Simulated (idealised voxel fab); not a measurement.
process module | voxel gate over fins
cross-section cut | 240 nm wide | cells 5 nm
A cross-section is a grid of square cells, given in bands from the top down. A band is one or more rows of cells.
Each band's line starts with the height of the band's top and of its bottom, in nm. Then come its materials from left to right, each with its width in nm. One material with "throughout" fills the band from edge to edge. "air" is empty space.
Height 0 is the level under which the wafer as received is all one material. The lowest band goes on downwards, as in "0 down".
A width such as "30 to 40" changes by the same amount from each row of cells to the next, from the band's top row to its bottom row.
"no change" after a step means that no cell of the cross-section changed.
closed voids: empty space of 8 cells or more with no open way to the top, each as width x height at its distance from the left edge, in nm
after a step's settings: what the simulator itself notes on the step
overlay nm, on a step with a mask: how far to the right of its planned place the mask lay; to the left if negative
plan
1 op RECEIVE | material Si
2 op CONFORMAL_DEP | material SiN | thk nm 5
3 op MASKED_ETCH | tone cover | mask id FINS | width nm 15 | pitch nm 40 | etch materials SiN | depth nm 5 | overlay nm 0
4 op MASKED_ETCH | tone cover | mask id FINS | width nm 15 | pitch nm 40 | etch materials Si | depth nm 40 | overlay nm 0
5 op OXIDIZE | depth nm 5
6 op FILL_DEP | material SiO2 | thk nm 15
7 op CMP | height nm 5
8 op SELECTIVE_ETCH | etch materials SiO2 | depth nm 15
9 op STRIP | etch materials SiN
10 op CONFORMAL_DEP | material HfO2 | thk nm 5
11 op CONFORMAL_DEP | material TiN | thk nm 5
12 op FILL_DEP | material W | thk nm 10
13 op CMP | height nm 15
14 op CONFORMAL_DEP | material SiCN | thk nm 5
first wafer, as planned
as received, after step 1
  0 down: Si throughout
  closed voids: none
after step 2
  5 to 0: SiN throughout
  below 0: unchanged
after step 3
  5 to 0: air 50 | SiN 15 | air 25 | SiN 15 | air 25 | SiN 15 | air 25 | SiN 15 | air 55
  below 0: unchanged
after step 4
  5 to 0: air 50 | SiN 15 | air 25 | SiN 15 | air 25 | SiN 15 | air 25 | SiN 15 | air 55
  0 to -40: air 50 | Si 15 | air 25 | Si 15 | air 25 | Si 15 | air 25 | Si 15 | air 55
  below -40: unchanged
after step 5
  5 to 0: air 50 | SiN 15 | air 25 | SiN 15 | air 25 | SiN 15 | air 25 | SiN 15 | air 55
  0 to -40: air 50 | SiO2 5 | Si 5 | SiO2 5 | air 25 | SiO2 5 | Si 5 | SiO2 5 | air 25 | SiO2 5 | Si 5 | SiO2 5 | air 25 | SiO2 5 | Si 5 | SiO2 5 | air 55
  -40 to -45: SiO2 55 | Si 5 | SiO2 35 | Si 5 | SiO2 35 | Si 5 | SiO2 35 | Si 5 | SiO2 60
  below -45: unchanged
after step 6
  20 to 5: SiO2 throughout
  5 to 0: SiO2 50 | SiN 15 | SiO2 25 | SiN 15 | SiO2 25 | SiN 15 | SiO2 25 | SiN 15 | SiO2 55
  0 to -45: SiO2 55 | Si 5 | SiO2 35 | Si 5 | SiO2 35 | Si 5 | SiO2 35 | Si 5 | SiO2 60
  below -45: unchanged
after step 7
  5 to 0: SiO2 50 | SiN 15 | SiO2 25 | SiN 15 | SiO2 25 | SiN 15 | SiO2 25 | SiN 15 | SiO2 55
  below 0: unchanged
after step 8
  5 to 0: air 50 | SiN 15 | air 25 | SiN 15 | air 25 | SiN 15 | air 25 | SiN 15 | air 55
  0 to -10: air 55 | Si 5 | air 35 | Si 5 | air 35 | Si 5 | air 35 | Si 5 | air 60
  below -10: unchanged
after step 9
  0 to -10: air 55 | Si 5 | air 35 | Si 5 | air 35 | Si 5 | air 35 | Si 5 | air 60
  below -10: unchanged
after step 10
  5 to 0: air 50 | HfO2 15 | air 25 | HfO2 15 | air 25 | HfO2 15 | air 25 | HfO2 15 | air 55
  0 to -5: air 50 | HfO2 5 | Si 5 | HfO2 5 | air 25 | HfO2 5 | Si 5 | HfO2 5 | air 25 | HfO2 5 | Si 5 | HfO2 5 | air 25 | HfO2 5 | Si 5 | HfO2 5 | air 55
  -5 to -10: HfO2 55 | Si 5 | HfO2 35 | Si 5 | HfO2 35 | Si 5 | HfO2 35 | Si 5 | HfO2 60
  below -10: unchanged
after step 11
  10 to 5: air 45 | TiN 25 | air 15 | TiN 25 | air 15 | TiN 25 | air 15 | TiN 25 | air 50
  5 to 0: air 45 | TiN 5 | HfO2 15 | TiN 5 | air 15 | TiN 5 | HfO2 15 | TiN 5 | air 15 | TiN 5 | HfO2 15 | TiN 5 | air 15 | TiN 5 | HfO2 15 | TiN 5 | air 50
  0 to -5: TiN 50 | HfO2 5 | Si 5 | HfO2 5 | TiN 25 | HfO2 5 | Si 5 | HfO2 5 | TiN 25 | HfO2 5 | Si 5 | HfO2 5 | TiN 25 | HfO2 5 | Si 5 | HfO2 5 | TiN 55
  below -5: unchanged
after step 12
  20 to 10: W throughout
  10 to 5: W 45 | TiN 25 | W 15 | TiN 25 | W 15 | TiN 25 | W 15 | TiN 25 | W 50
  5 to 0: W 45 | TiN 5 | HfO2 15 | TiN 5 | W 15 | TiN 5 | HfO2 15 | TiN 5 | W 15 | TiN 5 | HfO2 15 | TiN 5 | W 15 | TiN 5 | HfO2 15 | TiN 5 | W 50
  below 0: unchanged
after step 13
  15 to 10: W throughout
  below 10: unchanged
after step 14
  20 to 15: SiCN throughout
  below 15: unchanged
second wafer: like start, like plan, one mistake. Through step 9 it matches the first wafer
when step 10 should have ended
  5 to 0: air 50 | TiN 15 | air 25 | TiN 15 | air 25 | TiN 15 | air 25 | TiN 15 | air 55
  0 to -5: air 50 | TiN 5 | Si 5 | TiN 5 | air 25 | TiN 5 | Si 5 | TiN 5 | air 25 | TiN 5 | Si 5 | TiN 5 | air 25 | TiN 5 | Si 5 | TiN 5 | air 55
  -5 to -10: TiN 55 | Si 5 | TiN 35 | Si 5 | TiN 35 | Si 5 | TiN 35 | Si 5 | TiN 60
  below -10: unchanged
when step 11 should have ended
  10 to 5: air 45 | HfO2 25 | air 15 | HfO2 25 | air 15 | HfO2 25 | air 15 | HfO2 25 | air 50
  5 to 0: air 45 | HfO2 5 | TiN 15 | HfO2 5 | air 15 | HfO2 5 | TiN 15 | HfO2 5 | air 15 | HfO2 5 | TiN 15 | HfO2 5 | air 15 | HfO2 5 | TiN 15 | HfO2 5 | air 50
  0 to -5: HfO2 50 | TiN 5 | Si 5 | TiN 5 | HfO2 25 | TiN 5 | Si 5 | TiN 5 | HfO2 25 | TiN 5 | Si 5 | TiN 5 | HfO2 25 | TiN 5 | Si 5 | TiN 5 | HfO2 55
  below -5: unchanged
when step 12 should have ended
  20 to 10: W throughout
  10 to 5: W 45 | HfO2 25 | W 15 | HfO2 25 | W 15 | HfO2 25 | W 15 | HfO2 25 | W 50
  5 to 0: W 45 | HfO2 5 | TiN 15 | HfO2 5 | W 15 | HfO2 5 | TiN 15 | HfO2 5 | W 15 | HfO2 5 | TiN 15 | HfO2 5 | W 15 | HfO2 5 | TiN 15 | HfO2 5 | W 50
  below 0: unchanged
when step 13 should have ended
  15 to 10: W throughout
  below 10: unchanged
when step 14 should have ended
  20 to 15: SiCN throughout
  below 15: unchanged
what went wrong: steps 10 and 11 were swapped
at the end the second wafer has, in cells: as many of each material as the first, in other places
